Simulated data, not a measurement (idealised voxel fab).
process module | voxel self aligned contacts
cross-section cut | 215 nm wide | cells 5 nm
A cross-section is a grid of square cells, given in bands from the top down. A band is one or more rows of cells.
Each band's line starts with the height of the band's top and of its bottom, in nm. Then come its materials from left to right, each with its width in nm. One material with "throughout" fills the band from edge to edge. "air" is empty space.
Height 0 is the level under which the wafer as received is all one material. The lowest band goes on downwards, as in "0 down".
A width such as "30 to 40" changes by the same amount from each row of cells to the next, from the band's top row to its bottom row.
"no change" after a step means that no cell of the cross-section changed.
closed voids: empty space of 8 cells or more with no open way to the top, each as width x height at its distance from the left edge, in nm
after a step's settings: what the simulator itself notes on the step
overlay nm, on a step with a mask: how far to the right of its planned place the mask lay; to the left if negative
plan
1 op RECEIVE | material Si
2 op OXIDIZE | depth nm 5
3 op DIRECTIONAL_DEP | material polySi | thk nm 20
4 op DIRECTIONAL_DEP | material SiN | thk nm 20
5 op MASKED_ETCH | tone cover | mask id GATE | width nm 30 | pitch nm 55 | etch materials SiN | depth nm 20 | overlay nm 0
6 op MASKED_ETCH | tone cover | mask id GATE | width nm 30 | pitch nm 55 | etch materials polySi | depth nm 20 | overlay nm 0
7 op CONFORMAL_DEP | material SiN | thk nm 5
8 op DIRECTIONAL_ETCH | etch materials SiN | depth nm 5
9 op FILL_DEP | material SiO2 | thk nm 15
10 op CMP | height nm 50
11 op MASKED_ETCH | tone open | mask id CONTACT | width nm 35 | etch materials SiO2 | depth nm 55 | overlay nm 0
12 op CONFORMAL_DEP | material TiN | thk nm 5
13 op FILL_DEP | material Ru | thk nm 10
14 op CMP | height nm 50
15 op CONFORMAL_DEP | material SiCN | thk nm 5
first wafer, as planned
as received, after step 1
  0 down: Si throughout
  closed voids: none
after step 2
  0 to -5: SiO2 throughout
  below -5: unchanged
after step 3
  20 to 0: polySi throughout
  below 0: unchanged
after step 4
  40 to 20: SiN throughout
  below 20: unchanged
after step 5
  40 to 20: air 65 | SiN 30 | air 25 | SiN 30 | air 65
  below 20: unchanged
after step 6
  40 to 20: air 65 | SiN 30 | air 25 | SiN 30 | air 65
  20 to 0: air 65 | polySi 30 | air 25 | polySi 30 | air 65
  below 0: unchanged
after step 7
  45 to 20: air 60 | SiN 40 | air 15 | SiN 40 | air 60
  20 to 5: air 60 | SiN 5 | polySi 30 | SiN 5 | air 15 | SiN 5 | polySi 30 | SiN 5 | air 60
  5 to 0: SiN 65 | polySi 30 | SiN 25 | polySi 30 | SiN 65
  below 0: unchanged
after step 8
  40 to 20: air 60 | SiN 40 | air 15 | SiN 40 | air 60
  20 to 0: air 60 | SiN 5 | polySi 30 | SiN 5 | air 15 | SiN 5 | polySi 30 | SiN 5 | air 60
  below 0: unchanged
after step 9
  55 to 40: SiO2 throughout
  40 to 20: SiO2 60 | SiN 40 | SiO2 15 | SiN 40 | SiO2 60
  20 to 0: SiO2 60 | SiN 5 | polySi 30 | SiN 5 | SiO2 15 | SiN 5 | polySi 30 | SiN 5 | SiO2 60
  below 0: unchanged
after step 10
  50 to 40: SiO2 throughout
  below 40: unchanged
after step 11
  50 to 40: SiO2 90 | air 35 | SiO2 90
  40 to 20: SiO2 60 | SiN 40 | air 15 | SiN 40 | SiO2 60
  20 to 0: SiO2 60 | SiN 5 | polySi 30 | SiN 5 | air 15 | SiN 5 | polySi 30 | SiN 5 | SiO2 60
  0 to -5: SiO2 100 | air 15 | SiO2 100
  below -5: unchanged
after step 12
  55 to 50: TiN 95 | air 25 | TiN 95
  50 to 40: SiO2 90 | TiN 5 to 15 | air 25 to 5 | TiN 5 to 15 | SiO2 90
  40 to 20: SiO2 60 | SiN 40 | TiN 5 | air 5 | TiN 5 | SiN 40 | SiO2 60
  20 to 0: SiO2 60 | SiN 5 | polySi 30 | SiN 5 | TiN 5 | air 5 | TiN 5 | SiN 5 | polySi 30 | SiN 5 | SiO2 60
  0 to -5: SiO2 100 | TiN 15 | SiO2 100
  below -5: unchanged
after step 13
  65 to 55: Ru throughout
  55 to 50: TiN 95 | Ru 25 | TiN 95
  50 to 40: SiO2 90 | TiN 5 to 15 | Ru 25 to 5 | TiN 5 to 15 | SiO2 90
  40 to 20: SiO2 60 | SiN 40 | TiN 5 | Ru 5 | TiN 5 | SiN 40 | SiO2 60
  20 to 0: SiO2 60 | SiN 5 | polySi 30 | SiN 5 | TiN 5 | Ru 5 | TiN 5 | SiN 5 | polySi 30 | SiN 5 | SiO2 60
  below 0: unchanged
after step 14
  50 to 40: SiO2 90 | TiN 5 to 15 | Ru 25 to 5 | TiN 5 to 15 | SiO2 90
  below 40: unchanged
after step 15
  55 to 50: SiCN throughout
  below 50: unchanged
second wafer: like start, like plan, one mistake. Through step 13 it matches the first wafer
when step 14 should have ended: no change
when step 15 should have ended
  70 to 65: SiCN throughout
  below 65: unchanged
what went wrong: step 14 was left out
at the end the second wafer has, in cells: 91 more of Ru | 38 more of TiN
